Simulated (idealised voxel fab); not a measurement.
process module | voxel self aligned contacts
cross-section cut | 265 nm wide | cells 5 nm
A cross-section is a grid of square cells, given in bands from the top down. A band is one or more rows of cells.
Each band's line starts with the height of the band's top and of its bottom, in nm. Then come its materials from left to right, each with its width in nm. One material with "throughout" fills the band from edge to edge. "air" is empty space.
Height 0 is the level under which the wafer as received is all one material. The lowest band goes on downwards, as in "0 down".
A width such as "30 to 40" changes by the same amount from each row of cells to the next, from the band's top row to its bottom row.
"no change" after a step means that no cell of the cross-section changed.
closed voids: empty space of 8 cells or more with no open way to the top, each as width x height at its distance from the left edge, in nm
after a step's settings: what the simulator itself notes on the step
overlay nm, on a step with a mask: how far to the right of its planned place the mask lay; to the left if negative
plan
1 op RECEIVE | material Si
2 op OXIDIZE | depth nm 5
3 op DIRECTIONAL_DEP | material polySi | thk nm 20
4 op DIRECTIONAL_DEP | material SiN | thk nm 20
5 op MASKED_ETCH | tone cover | mask id GATE | width nm 35 | pitch nm 60 | etch materials SiN | depth nm 10 | overlay nm 0
6 op MASKED_ETCH | tone cover | mask id GATE | width nm 35 | pitch nm 60 | etch materials polySi | depth nm 20 | overlay nm 0
7 op CONFORMAL_DEP | material SiN | thk nm 5
8 op DIRECTIONAL_ETCH | etch materials SiN | depth nm 5
9 op FILL_DEP | material SiO2 | thk nm 10
10 op CMP | height nm 45
11 op PATTERN | tone open | mask id CONTACT | material resist | width nm 45 | thk nm 20 | overlay nm 0
12 op DIRECTIONAL_ETCH | etch materials SiO2 | depth nm 50
13 op STRIP | etch materials resist
14 op CONFORMAL_DEP | material TiN | thk nm 5
15 op FILL_DEP | material W | thk nm 10
16 op CMP | height nm 45
17 op CONFORMAL_DEP | material SiN | thk nm 5
varied across the wafers: depth nm of step 5. The plan shows the first wafer's value. All wafers start alike
first wafer as received, after step 1
  0 down: Si throughout
  closed voids: none
first wafer at the end, after step 17
  50 to 45: SiN throughout
  45 to 40: SiO2 110 | TiN 20 | W 5 | TiN 20 | SiO2 110
  40 to 35: SiO2 80 | SiN 45 | TiN 5 | W 5 | TiN 5 | SiN 45 | SiO2 80
  35 to 30: SiO2 80 | SiN 45 | TiN 15 | SiN 45 | SiO2 80
  30 to 20: SiN throughout
  20 to 0: polySi throughout
  0 to -5: SiO2 throughout
  -5 down: Si throughout
  closed voids: none
last wafer at the end
  50 to 45: SiN throughout
  45 to 40: SiO2 110 | TiN 20 | W 5 | TiN 20 | SiO2 110
  40 to 20: SiO2 80 | SiN 45 | TiN 5 | W 5 | TiN 5 | SiN 45 | SiO2 80
  20 to 0: SiO2 80 | SiN 5 | polySi 35 | SiN 5 | TiN 5 | W 5 | TiN 5 | SiN 5 | polySi 35 | SiN 5 | SiO2 80
  0 to -5: SiO2 125 | TiN 15 | SiO2 125
  -5 down: Si throughout
  closed voids: none
each wafer at the end: cells of each material gained (+) or lost (-) since it was received, then its closed voids
depth nm 10 | -53 Si | +195 SiN | +161 SiO2 | +13 TiN | +2 W | +212 polySi | closed voids: none
depth nm 15 | -53 Si | +160 SiN | +193 SiO2 | +15 TiN | +3 W | +212 polySi | closed voids: none
depth nm 20 | -53 Si | +141 SiN | +350 SiO2 | +27 TiN | +9 W | +56 polySi | closed voids: none
depth nm 25 | -53 Si | +141 SiN | +350 SiO2 | +27 TiN | +9 W | +56 polySi | closed voids: none
depth nm 30 | -53 Si | +141 SiN | +350 SiO2 | +27 TiN | +9 W | +56 polySi | closed voids: none
depth nm 35 | -53 Si | +141 SiN | +350 SiO2 | +27 TiN | +9 W | +56 polySi | closed voids: none
